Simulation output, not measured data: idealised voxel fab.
Documented hereafter: the process module known as voxel transistor to metal.
The cross-section on display is named cut; it measures 165 nm wide, and its cells are 5 nm squares.
Format of a cross-section: grid, square cells. Given as bands. Order: top down. Band: one or more rows of cells.
Each band's line starts with the height of the band's top and of its bottom, in nm. Then come its materials from left to right, each with its width in nm. One material with "full width" fills the band from edge to edge. "blank" is empty space.
For the purposes of this specification, 0 denotes the height below which the wafer in its as-received condition is composed wholly of one material, and the lowermost band, lacking a lower limit, extends downward without end, as expressed in "0 down".
The notation "30..40" denotes a width that varies across the rows of cells in the band, beginning at the first number in the top row, finishing at the second number in the bottom row, and changing by an identical amount from each row to the next.
Basically "changes: none" means that step didn't change any cell in the cross-section.
Basically, "Sealed internal voids" tells you about the enclosed voids: empty spaces with no open way to the top, 8 cells or bigger, each written width x height at distance, where distance is from the left edge, all in nm.
Note: text after step settings on the step line = simulator remark on that step.
The setting "overlay nm" may be written on the line of a step. When the step uses a mask, the value reports how far to the right of the planned place the mask lay, and a negative value reports that it lay to the left.
Process steps - plan
- 1: RECEIVE,material Si
- 2: OXIDIZE,depth nm 5
- 3: CONFORMAL_DEP,material SiN,thk nm 10
- 4: MASKED_ETCH,tone cover,mask id ACTIVE,width nm 115,etch materials SiN,depth nm 10,overlay nm 0
- 5: MASKED_ETCH,tone cover,mask id ACTIVE,width nm 115,etch materials SiO2,depth nm 5,overlay nm 0
- 6: MASKED_ETCH,tone cover,mask id ACTIVE,width nm 115,etch materials Si,depth nm 30,overlay nm 0
- 7: OXIDIZE,depth nm 5
- 8: FILL_DEP,material SiO2,thk nm 10
- 9: CMP,height nm 10
- 10: SELECTIVE_ETCH,etch materials SiO2,depth nm 5
- 11: STRIP,etch materials SiN
- 12: SELECTIVE_ETCH,etch materials SiO2,depth nm 5
- 13: OXIDIZE,depth nm 5
- 14: DIRECTIONAL_DEP,material polySi,thk nm 20
- 15: DIRECTIONAL_DEP,material SiCN,thk nm 15
- 16: DIRECTIONAL_DEP,material aC,thk nm 15
- 17: PATTERN,tone cover,mask id GATE,material resist,width nm 25,thk nm 35,overlay nm 0
- 18: DIRECTIONAL_ETCH,etch materials aC,depth nm 15
- 19: STRIP,etch materials resist
- 20: DIRECTIONAL_ETCH,etch materials SiCN,depth nm 25
- 21: DIRECTIONAL_ETCH,etch materials polySi,depth nm 30
- 22: STRIP,etch materials aC
- 23: CONFORMAL_DEP,material SiN,thk nm 10
- 24: DIRECTIONAL_ETCH,etch materials SiN,depth nm 10
- 25: DIRECTIONAL_ETCH,etch materials SiO2,depth nm 5
- 26: EPI,material pSi,thk nm 5
- 27: FILL_DEP,material SiO2,thk nm 5
- 28: CMP,height nm 15
- 29: STRIP,etch materials polySi
- 30: SELECTIVE_ETCH,etch materials SiO2,depth nm 5
- 31: CONFORMAL_DEP,material HfO2,thk nm 5
- 32: CONFORMAL_DEP,material TiN,thk nm 5
- 33: FILL_DEP,material W,thk nm 10
- 34: CMP,height nm 10
- 35: DIRECTIONAL_DEP,material SiO2,thk nm 15
- 36: DIRECTIONAL_DEP,material aC,thk nm 10
- 37: PATTERN,tone open,mask id CONTACT,material resist,width nm 20,pitch nm 85,thk nm 25,overlay nm 0
- 38: DIRECTIONAL_ETCH,etch materials aC,depth nm 10
- 39: STRIP,etch materials resist
- 40: DIRECTIONAL_ETCH,etch materials SiO2,depth nm 30
- 41: STRIP,etch materials aC
- 42: CONFORMAL_DEP,material TiN,thk nm 5
- 43: FILL_DEP,material W,thk nm 5
- 44: CMP,height nm 25
- 45: CONFORMAL_DEP,material SiCN,thk nm 5
- 46: DIRECTIONAL_DEP,material SiO2,thk nm 20
- 47: MASKED_ETCH,tone open,mask id METAL_1,width nm 20,pitch nm 85,etch materials SiO2,depth nm 20,overlay nm 0
- 48: MASKED_ETCH,tone open,mask id METAL_1,width nm 20,pitch nm 85,etch materials SiCN,depth nm 5,overlay nm 0
- 49: CONFORMAL_DEP,material TiN,thk nm 5
- 50: FILL_DEP,material Cu,thk nm 5
- 51: CMP,height nm 50
- 52: CONFORMAL_DEP,material SiCN,thk nm 5
First of the two wafers, run per plan
The cross-section here shows the wafer as received, i.e. in its state after step 1
	0 down | Si full width
	Sealed internal voids: none
The wafer, seen in cross-section, after step 2
	0 to -5 | SiO2 full width
	Everything below -5 is unchanged.
The wafer, seen in cross-section, after step 3
	10 to 0 | SiN full width
	Everything below 0 is unchanged.
The wafer, seen in cross-section, after step 4
	10 to 0 | blank (25), then SiN (115), then blank (25)
	Everything below 0 is unchanged.
The wafer, seen in cross-section, after step 5
	10 to 0 | blank (25), then SiN (115), then blank (25)
	0 to -5 | blank (25), then SiO2 (115), then blank (25)
	Everything below -5 is unchanged.
The wafer, seen in cross-section, after step 6
	10 to 0 | blank (25), then SiN (115), then blank (25)
	0 to -5 | blank (25), then SiO2 (115), then blank (25)
	-5 to -35 | blank (25), then Si (115), then blank (25)
	Everything below -35 is unchanged.
The wafer, seen in cross-section, after step 7
	10 to 0 | blank (25), then SiN (115), then blank (25)
	0 to -5 | blank (25), then SiO2 (115), then blank (25)
	-5 to -35 | blank (25), then SiO2 (5), then Si (105), then SiO2 (5), then blank (25)
	-35 to -40 | SiO2 (30), then Si (105), then SiO2 (30)
	Everything below -40 is unchanged.
The wafer, seen in cross-section, after step 8
	20 to 10 | SiO2 full width
	10 to 0 | SiO2 (25), then SiN (115), then SiO2 (25)
	0 to -5 | SiO2 full width
	-5 to -40 | SiO2 (30), then Si (105), then SiO2 (30)
	Everything below -40 is unchanged.
The wafer, seen in cross-section, after step 9
	10 to 0 | SiO2 (25), then SiN (115), then SiO2 (25)
	Everything below 0 is unchanged.
The wafer, seen in cross-section, after step 10
	10 to 5 | blank (25), then SiN (115), then blank (25)
	Everything below 5 is unchanged.
The wafer, seen in cross-section, after step 11
	5 to 0 | SiO2 (25), then blank (115), then SiO2 (25)
	Everything below 0 is unchanged.
The wafer, seen in cross-section, after step 12
	0 to -5 | SiO2 (20), then blank (125), then SiO2 (20)
	Everything below -5 is unchanged.
The wafer, seen in cross-section, after step 13
	0 to -5 | SiO2 (20), then blank (125), then SiO2 (20)
	-5 to -10 | SiO2 full width
	Everything below -10 is unchanged.
The wafer, seen in cross-section, after step 14
	20 to 15 | polySi (20), then blank (125), then polySi (20)
	15 to 0 | polySi full width
	0 to -5 | SiO2 (20), then polySi (125), then SiO2 (20)
	Everything below -5 is unchanged.
The wafer, seen in cross-section, after step 15
	35 to 30 | SiCN (20), then blank (125), then SiCN (20)
	30 to 20 | SiCN full width
	20 to 15 | polySi (20), then SiCN (125), then polySi (20)
	Everything below 15 is unchanged.
The wafer, seen in cross-section, after step 16
	50 to 45 | aC (20), then blank (125), then aC (20)
	45 to 35 | aC full width
	35 to 30 | SiCN (20), then aC (125), then SiCN (20)
	Everything below 30 is unchanged.
The wafer, seen in cross-section, after step 17
	85 to 50 | blank (70), then resist (25), then blank (70)
	50 to 45 | aC (20), then blank (50), then resist (25), then blank (50), then aC (20)
	Everything below 45 is unchanged.
The wafer, seen in cross-section, after step 18
	70 to 45 | blank (70), then resist (25), then blank (70)
	45 to 35 | blank (70), then aC (25), then blank (70)
	35 to 30 | SiCN (20), then blank (50), then aC (25), then blank (50), then SiCN (20)
	Everything below 30 is unchanged.
The wafer, seen in cross-section, after step 19
	45 to 35 | blank (70), then aC (25), then blank (70)
	Everything below 35 is unchanged.
The wafer, seen in cross-section, after step 20
	45 to 30 | blank (70), then aC (25), then blank (70)
	30 to 20 | blank (70), then SiCN (25), then blank (70)
	20 to 15 | polySi (20), then blank (50), then SiCN (25), then blank (50), then polySi (20)
	Everything below 15 is unchanged.
The wafer, seen in cross-section, after step 21
	45 to 30 | blank (70), then aC (25), then blank (70)
	30 to 15 | blank (70), then SiCN (25), then blank (70)
	15 to 0 | blank (70), then polySi (25), then blank (70)
	0 to -5 | SiO2 (20), then blank (50), then polySi (25), then blank (50), then SiO2 (20)
	Everything below -5 is unchanged.
The wafer, seen in cross-section, after step 22
	30 to 15 | blank (70), then SiCN (25), then blank (70)
	Everything below 15 is unchanged.
The wafer, seen in cross-section, after step 23
	40 to 30 | blank (60), then SiN (45), then blank (60)
	30 to 15 | blank (60), then SiN (10), then SiCN (25), then SiN (10), then blank (60)
	15 to 10 | blank (60), then SiN (10), then polySi (25), then SiN (10), then blank (60)
	10 to 5 | SiN (30), then blank (30), then SiN (10), then polySi (25), then SiN (10), then blank (30), then SiN (30)
	5 to 0 | SiN (70), then polySi (25), then SiN (70)
	0 to -5 | SiO2 (20), then SiN (50), then polySi (25), then SiN (50), then SiO2 (20)
	Everything below -5 is unchanged.
The wafer, seen in cross-section, after step 24
	30 to 15 | blank (60), then SiN (10), then SiCN (25), then SiN (10), then blank (60)
	15 to 0 | blank (60), then SiN (10), then polySi (25), then SiN (10), then blank (60)
	0 to -5 | SiO2 (20), then SiN (10), then blank (30), then SiN (10), then polySi (25), then SiN (10), then blank (30), then SiN (10), then SiO2 (20)
	Everything below -5 is unchanged.
The wafer, seen in cross-section, after step 25
	30 to 15 | blank (60), then SiN (10), then SiCN (25), then SiN (10), then blank (60)
	15 to 0 | blank (60), then SiN (10), then polySi (25), then SiN (10), then blank (60)
	0 to -5 | blank (20), then SiN (10), then blank (30), then SiN (10), then polySi (25), then SiN (10), then blank (30), then SiN (10), then blank (20)
	-5 to -10 | SiO2 (30), then blank (30), then SiO2 (45), then blank (30), then SiO2 (30)
	Everything below -10 is unchanged.
The wafer, seen in cross-section, after step 26
	30 to 15 | blank (60), then SiN (10), then SiCN (25), then SiN (10), then blank (60)
	15 to 0 | blank (60), then SiN (10), then polySi (25), then SiN (10), then blank (60)
	0 to -5 | blank (20), then SiN (10), then blank (30), then SiN (10), then polySi (25), then SiN (10), then blank (30), then SiN (10), then blank (20)
	-5 to -10 | SiO2 (30), then pSi (30), then SiO2 (45), then pSi (30), then SiO2 (30)
	Everything below -10 is unchanged.
The wafer, seen in cross-section, after step 27
	35 to 30 | SiO2 full width
	30 to 15 | SiO2 (60), then SiN (10), then SiCN (25), then SiN (10), then SiO2 (60)
	15 to 0 | SiO2 (60), then SiN (10), then polySi (25), then SiN (10), then SiO2 (60)
	0 to -5 | SiO2 (20), then SiN (10), then SiO2 (30), then SiN (10), then polySi (25), then SiN (10), then SiO2 (30), then SiN (10), then SiO2 (20)
	Everything below -5 is unchanged.
The wafer, seen in cross-section, after step 28
	15 to 0 | SiO2 (60), then SiN (10), then polySi (25), then SiN (10), then SiO2 (60)
	Everything below 0 is unchanged.
The wafer, seen in cross-section, after step 29
	15 to 0 | SiO2 (60), then SiN (10), then blank (25), then SiN (10), then SiO2 (60)
	0 to -5 | SiO2 (20), then SiN (10), then SiO2 (30), then SiN (10), then blank (25), then SiN (10), then SiO2 (30), then SiN (10), then SiO2 (20)
	Everything below -5 is unchanged.
The wafer, seen in cross-section, after step 30
	15 to 10 | blank (60), then SiN (10), then blank (25), then SiN (10), then blank (60)
	10 to 0 | SiO2 (60), then SiN (10), then blank (25), then SiN (10), then SiO2 (60)
	0 to -5 | SiO2 (20), then SiN (10), then SiO2 (30), then SiN (10), then blank (25), then SiN (10), then SiO2 (30), then SiN (10), then SiO2 (20)
	-5 to -10 | SiO2 (30), then pSi (30), then SiO2 (5), then blank (35), then SiO2 (5), then pSi (30), then SiO2 (30)
	Everything below -10 is unchanged.
The wafer, seen in cross-section, after step 31
	20 to 15 | blank (55), then HfO2 (20), then blank (15), then HfO2 (20), then blank (55)
	15 to 10 | HfO2 (60), then SiN (10), then HfO2 (5), then blank (15), then HfO2 (5), then SiN (10), then HfO2 (60)
	10 to 0 | SiO2 (60), then SiN (10), then HfO2 (5), then blank (15), then HfO2 (5), then SiN (10), then SiO2 (60)
	0 to -5 | SiO2 (20), then SiN (10), then SiO2 (30), then SiN (10), then HfO2 (5), then blank (15), then HfO2 (5), then SiN (10), then SiO2 (30), then SiN (10), then SiO2 (20)
	-5 to -10 | SiO2 (30), then pSi (30), then SiO2 (5), then HfO2 (35), then SiO2 (5), then pSi (30), then SiO2 (30)
	Everything below -10 is unchanged.
The wafer, seen in cross-section, after step 32
	25 to 20 | blank (50), then TiN (30), then blank (5), then TiN (30), then blank (50)
	20 to 15 | TiN (55), then HfO2 (20), then TiN (5), then blank (5), then TiN (5), then HfO2 (20), then TiN (55)
	15 to 10 | HfO2 (60), then SiN (10), then HfO2 (5), then TiN (5), then blank (5), then TiN (5), then HfO2 (5), then SiN (10), then HfO2 (60)
	10 to 0 | SiO2 (60), then SiN (10), then HfO2 (5), then TiN (5), then blank (5), then TiN (5), then HfO2 (5), then SiN (10), then SiO2 (60)
	0 to -5 | SiO2 (20), then SiN (10), then SiO2 (30), then SiN (10), then HfO2 (5), then TiN (15), then HfO2 (5), then SiN (10), then SiO2 (30), then SiN (10), then SiO2 (20)
	Everything below -5 is unchanged.
The wafer, seen in cross-section, after step 33
	35 to 25 | W full width
	25 to 20 | W (50), then TiN (30), then W (5), then TiN (30), then W (50)
	20 to 15 | TiN (55), then HfO2 (20), then TiN (5), then W (5), then TiN (5), then HfO2 (20), then TiN (55)
	15 to 10 | HfO2 (60), then SiN (10), then HfO2 (5), then TiN (5), then W (5), then TiN (5), then HfO2 (5), then SiN (10), then HfO2 (60)
	10 to 0 | SiO2 (60), then SiN (10), then HfO2 (5), then TiN (5), then W (5), then TiN (5), then HfO2 (5), then SiN (10), then SiO2 (60)
	Everything below 0 is unchanged.
The wafer, seen in cross-section, after step 34
	10 to 0 | SiO2 (60), then SiN (10), then HfO2 (5), then TiN (5), then W (5), then TiN (5), then HfO2 (5), then SiN (10), then SiO2 (60)
	Everything below 0 is unchanged.
The wafer, seen in cross-section, after step 35
	25 to 10 | SiO2 full width
	Everything below 10 is unchanged.
The wafer, seen in cross-section, after step 36
	35 to 25 | aC full width
	Everything below 25 is unchanged.
The wafer, seen in cross-section, after step 37
	60 to 35 | resist (30), then blank (20), then resist (65), then blank (20), then resist (30)
	Everything below 35 is unchanged.
The wafer, seen in cross-section, after step 38
	50 to 35 | resist (30), then blank (20), then resist (65), then blank (20), then resist (30)
	35 to 25 | aC (30), then blank (20), then aC (65), then blank (20), then aC (30)
	Everything below 25 is unchanged.
The wafer, seen in cross-section, after step 39
	35 to 25 | aC (30), then blank (20), then aC (65), then blank (20), then aC (30)
	Everything below 25 is unchanged.
The wafer, seen in cross-section, after step 40
	35 to 25 | aC (30), then blank (20), then aC (65), then blank (20), then aC (30)
	25 to 10 | SiO2 (30), then blank (20), then SiO2 (65), then blank (20), then SiO2 (30)
	10 to 0 | SiO2 (30), then blank (20), then SiO2 (10), then SiN (10), then HfO2 (5), then TiN (5), then W (5), then TiN (5), then HfO2 (5), then SiN (10), then SiO2 (10), then blank (20), then SiO2 (30)
	0 to -5 | SiO2 (20), then SiN (10), then blank (20), then SiO2 (10), then SiN (10), then HfO2 (5), then TiN (15), then HfO2 (5), then SiN (10), then SiO2 (10), then blank (20), then SiN (10), then SiO2 (20)
	Everything below -5 is unchanged.
The wafer, seen in cross-section, after step 41
	25 to 10 | SiO2 (30), then blank (20), then SiO2 (65), then blank (20), then SiO2 (30)
	Everything below 10 is unchanged.
The wafer, seen in cross-section, after step 42
	30 to 25 | TiN (35), then blank (10), then TiN (75), then blank (10), then TiN (35)
	25 to 10 | SiO2 (30), then TiN (5), then blank (10), then TiN (5), then SiO2 (65), then TiN (5), then blank (10), then TiN (5), then SiO2 (30)
	10 to 0 | SiO2 (30), then TiN (5), then blank (10), then TiN (5), then SiO2 (10), then SiN (10), then HfO2 (5), then TiN (5), then W (5), then TiN (5), then HfO2 (5), then SiN (10), then SiO2 (10), then TiN (5), then blank (10), then TiN (5), then SiO2 (30)
	0 to -5 | SiO2 (20), then SiN (10), then TiN (20), then SiO2 (10), then SiN (10), then HfO2 (5), then TiN (15), then HfO2 (5), then SiN (10), then SiO2 (10), then TiN (20), then SiN (10), then SiO2 (20)
	Everything below -5 is unchanged.
The wafer, seen in cross-section, after step 43
	35 to 30 | W full width
	30 to 25 | TiN (35), then W (10), then TiN (75), then W (10), then TiN (35)
	25 to 10 | SiO2 (30), then TiN (5), then W (10), then TiN (5), then SiO2 (65), then TiN (5), then W (10), then TiN (5), then SiO2 (30)
	10 to 0 | SiO2 (30), then TiN (5), then W (10), then TiN (5), then SiO2 (10), then SiN (10), then HfO2 (5), then TiN (5), then W (5), then TiN (5), then HfO2 (5), then SiN (10), then SiO2 (10), then TiN (5), then W (10), then TiN (5), then SiO2 (30)
	Everything below 0 is unchanged.
The wafer, seen in cross-section, after step 44
	25 to 10 | SiO2 (30), then TiN (5), then W (10), then TiN (5), then SiO2 (65), then TiN (5), then W (10), then TiN (5), then SiO2 (30)
	Everything below 10 is unchanged.
The wafer, seen in cross-section, after step 45
	30 to 25 | SiCN full width
	Everything below 25 is unchanged.
The wafer, seen in cross-section, after step 46
	50 to 30 | SiO2 full width
	Everything below 30 is unchanged.
The wafer, seen in cross-section, after step 47
	50 to 30 | SiO2 (30), then blank (20), then SiO2 (65), then blank (20), then SiO2 (30)
	Everything below 30 is unchanged.
The wafer, seen in cross-section, after step 48
	50 to 30 | SiO2 (30), then blank (20), then SiO2 (65), then blank (20), then SiO2 (30)
	30 to 25 | SiCN (30), then blank (20), then SiCN (65), then blank (20), then SiCN (30)
	Everything below 25 is unchanged.
The wafer, seen in cross-section, after step 49
	55 to 50 | TiN (35), then blank (10), then TiN (75), then blank (10), then TiN (35)
	50 to 30 | SiO2 (30), then TiN (5), then blank (10), then TiN (5), then SiO2 (65), then TiN (5), then blank (10), then TiN (5), then SiO2 (30)
	30 to 25 | SiCN (30), then TiN (20), then SiCN (65), then TiN (20), then SiCN (30)
	Everything below 25 is unchanged.
The wafer, seen in cross-section, after step 50
	60 to 55 | Cu full width
	55 to 50 | TiN (35), then Cu (10), then TiN (75), then Cu (10), then TiN (35)
	50 to 30 | SiO2 (30), then TiN (5), then Cu (10), then TiN (5), then SiO2 (65), then TiN (5), then Cu (10), then TiN (5), then SiO2 (30)
	Everything below 30 is unchanged.
The wafer, seen in cross-section, after step 51
	50 to 30 | SiO2 (30), then TiN (5), then Cu (10), then TiN (5), then SiO2 (65), then TiN (5), then Cu (10), then TiN (5), then SiO2 (30)
	Everything below 30 is unchanged.
The wafer, seen in cross-section, after step 52
	55 to 50 | SiCN full width
	Everything below 50 is unchanged.
Second wafer. Start and plan as for the first. One mistake made in running. Agrees with the first up to and including step 31
Look at the second wafer in cross-section at the time step 32 ought to have finished
	25 to 20 | blank (50), then Cu (30), then blank (5), then Cu (30), then blank (50)
	20 to 15 | Cu (55), then HfO2 (20), then Cu (5), then blank (5), then Cu (5), then HfO2 (20), then Cu (55)
	15 to 10 | HfO2 (60), then SiN (10), then HfO2 (5), then Cu (5), then blank (5), then Cu (5), then HfO2 (5), then SiN (10), then HfO2 (60)
	10 to 0 | SiO2 (60), then SiN (10), then HfO2 (5), then Cu (5), then blank (5), then Cu (5), then HfO2 (5), then SiN (10), then SiO2 (60)
	0 to -5 | SiO2 (20), then SiN (10), then SiO2 (30), then SiN (10), then HfO2 (5), then Cu (15), then HfO2 (5), then SiN (10), then SiO2 (30), then SiN (10), then SiO2 (20)
	Everything below -5 is unchanged.
Look at the second wafer in cross-section at the time step 33 ought to have finished
	35 to 25 | W full width
	25 to 20 | W (50), then Cu (30), then W (5), then Cu (30), then W (50)
	20 to 15 | Cu (55), then HfO2 (20), then Cu (5), then W (5), then Cu (5), then HfO2 (20), then Cu (55)
	15 to 10 | HfO2 (60), then SiN (10), then HfO2 (5), then Cu (5), then W (5), then Cu (5), then HfO2 (5), then SiN (10), then HfO2 (60)
	10 to 0 | SiO2 (60), then SiN (10), then HfO2 (5), then Cu (5), then W (5), then Cu (5), then HfO2 (5), then SiN (10), then SiO2 (60)
	Everything below 0 is unchanged.
Look at the second wafer in cross-section at the time step 34 ought to have finished
	10 to 0 | SiO2 (60), then SiN (10), then HfO2 (5), then Cu (5), then W (5), then Cu (5), then HfO2 (5), then SiN (10), then SiO2 (60)
	Everything below 0 is unchanged.
Look at the second wafer in cross-section at the time step 35 ought to have finished
	25 to 10 | SiO2 full width
	Everything below 10 is unchanged.
Look at the second wafer in cross-section at the time step 36 ought to have finished
	35 to 25 | aC full width
	Everything below 25 is unchanged.
Look at the second wafer in cross-section at the time step 37 ought to have finished
	60 to 35 | resist (30), then blank (20), then resist (65), then blank (20), then resist (30)
	Everything below 35 is unchanged.
Look at the second wafer in cross-section at the time step 38 ought to have finished
	50 to 35 | resist (30), then blank (20), then resist (65), then blank (20), then resist (30)
	35 to 25 | aC (30), then blank (20), then aC (65), then blank (20), then aC (30)
	Everything below 25 is unchanged.
Look at the second wafer in cross-section at the time step 39 ought to have finished
	35 to 25 | aC (30), then blank (20), then aC (65), then blank (20), then aC (30)
	Everything below 25 is unchanged.
Look at the second wafer in cross-section at the time step 40 ought to have finished
	35 to 25 | aC (30), then blank (20), then aC (65), then blank (20), then aC (30)
	25 to 10 | SiO2 (30), then blank (20), then SiO2 (65), then blank (20), then SiO2 (30)
	10 to 0 | SiO2 (30), then blank (20), then SiO2 (10), then SiN (10), then HfO2 (5), then Cu (5), then W (5), then Cu (5), then HfO2 (5), then SiN (10), then SiO2 (10), then blank (20), then SiO2 (30)
	0 to -5 | SiO2 (20), then SiN (10), then blank (20), then SiO2 (10), then SiN (10), then HfO2 (5), then Cu (15), then HfO2 (5), then SiN (10), then SiO2 (10), then blank (20), then SiN (10), then SiO2 (20)
	Everything below -5 is unchanged.
Look at the second wafer in cross-section at the time step 41 ought to have finished
	25 to 10 | SiO2 (30), then blank (20), then SiO2 (65), then blank (20), then SiO2 (30)
	Everything below 10 is unchanged.
Look at the second wafer in cross-section at the time step 42 ought to have finished
	30 to 25 | TiN (35), then blank (10), then TiN (75), then blank (10), then TiN (35)
	25 to 10 | SiO2 (30), then TiN (5), then blank (10), then TiN (5), then SiO2 (65), then TiN (5), then blank (10), then TiN (5), then SiO2 (30)
	10 to 0 | SiO2 (30), then TiN (5), then blank (10), then TiN (5), then SiO2 (10), then SiN (10), then HfO2 (5), then Cu (5), then W (5), then Cu (5), then HfO2 (5), then SiN (10), then SiO2 (10), then TiN (5), then blank (10), then TiN (5), then SiO2 (30)
	0 to -5 | SiO2 (20), then SiN (10), then TiN (20), then SiO2 (10), then SiN (10), then HfO2 (5), then Cu (15), then HfO2 (5), then SiN (10), then SiO2 (10), then TiN (20), then SiN (10), then SiO2 (20)
	Everything below -5 is unchanged.
Look at the second wafer in cross-section at the time step 43 ought to have finished
	35 to 30 | W full width
	30 to 25 | TiN (35), then W (10), then TiN (75), then W (10), then TiN (35)
	25 to 10 | SiO2 (30), then TiN (5), then W (10), then TiN (5), then SiO2 (65), then TiN (5), then W (10), then TiN (5), then SiO2 (30)
	10 to 0 | SiO2 (30), then TiN (5), then W (10), then TiN (5), then SiO2 (10), then SiN (10), then HfO2 (5), then Cu (5), then W (5), then Cu (5), then HfO2 (5), then SiN (10), then SiO2 (10), then TiN (5), then W (10), then TiN (5), then SiO2 (30)
	Everything below 0 is unchanged.
Look at the second wafer in cross-section at the time step 44 ought to have finished
	25 to 10 | SiO2 (30), then TiN (5), then W (10), then TiN (5), then SiO2 (65), then TiN (5), then W (10), then TiN (5), then SiO2 (30)
	Everything below 10 is unchanged.
Look at the second wafer in cross-section at the time step 45 ought to have finished
	30 to 25 | SiCN full width
	Everything below 25 is unchanged.
Look at the second wafer in cross-section at the time step 46 ought to have finished
	50 to 30 | SiO2 full width
	Everything below 30 is unchanged.
Look at the second wafer in cross-section at the time step 47 ought to have finished
	50 to 30 | SiO2 (30), then blank (20), then SiO2 (65), then blank (20), then SiO2 (30)
	Everything below 30 is unchanged.
Look at the second wafer in cross-section at the time step 48 ought to have finished
	50 to 30 | SiO2 (30), then blank (20), then SiO2 (65), then blank (20), then SiO2 (30)
	30 to 25 | SiCN (30), then blank (20), then SiCN (65), then blank (20), then SiCN (30)
	Everything below 25 is unchanged.
Look at the second wafer in cross-section at the time step 49 ought to have finished
	55 to 50 | TiN (35), then blank (10), then TiN (75), then blank (10), then TiN (35)
	50 to 30 | SiO2 (30), then TiN (5), then blank (10), then TiN (5), then SiO2 (65), then TiN (5), then blank (10), then TiN (5), then SiO2 (30)
	30 to 25 | SiCN (30), then TiN (20), then SiCN (65), then TiN (20), then SiCN (30)
	Everything below 25 is unchanged.
Look at the second wafer in cross-section at the time step 50 ought to have finished
	60 to 55 | Cu full width
	55 to 50 | TiN (35), then Cu (10), then TiN (75), then Cu (10), then TiN (35)
	50 to 30 | SiO2 (30), then TiN (5), then Cu (10), then TiN (5), then SiO2 (65), then TiN (5), then Cu (10), then TiN (5), then SiO2 (30)
	Everything below 30 is unchanged.
Look at the second wafer in cross-section at the time step 51 ought to have finished
	50 to 30 | SiO2 (30), then TiN (5), then Cu (10), then TiN (5), then SiO2 (65), then TiN (5), then Cu (10), then TiN (5), then SiO2 (30)
	Everything below 30 is unchanged.
Look at the second wafer in cross-section at the time step 52 ought to have finished
	55 to 50 | SiCN full width
	Everything below 50 is unchanged.
The plan and the run diverged here: so step 32 ended up running with a different setting than we planned, it ran as CONFORMAL_DEP,material Cu,thk nm 5
Materials where the second wafer ends with more or fewer cells than the first: Cu: 7 more | TiN: 7 fewer
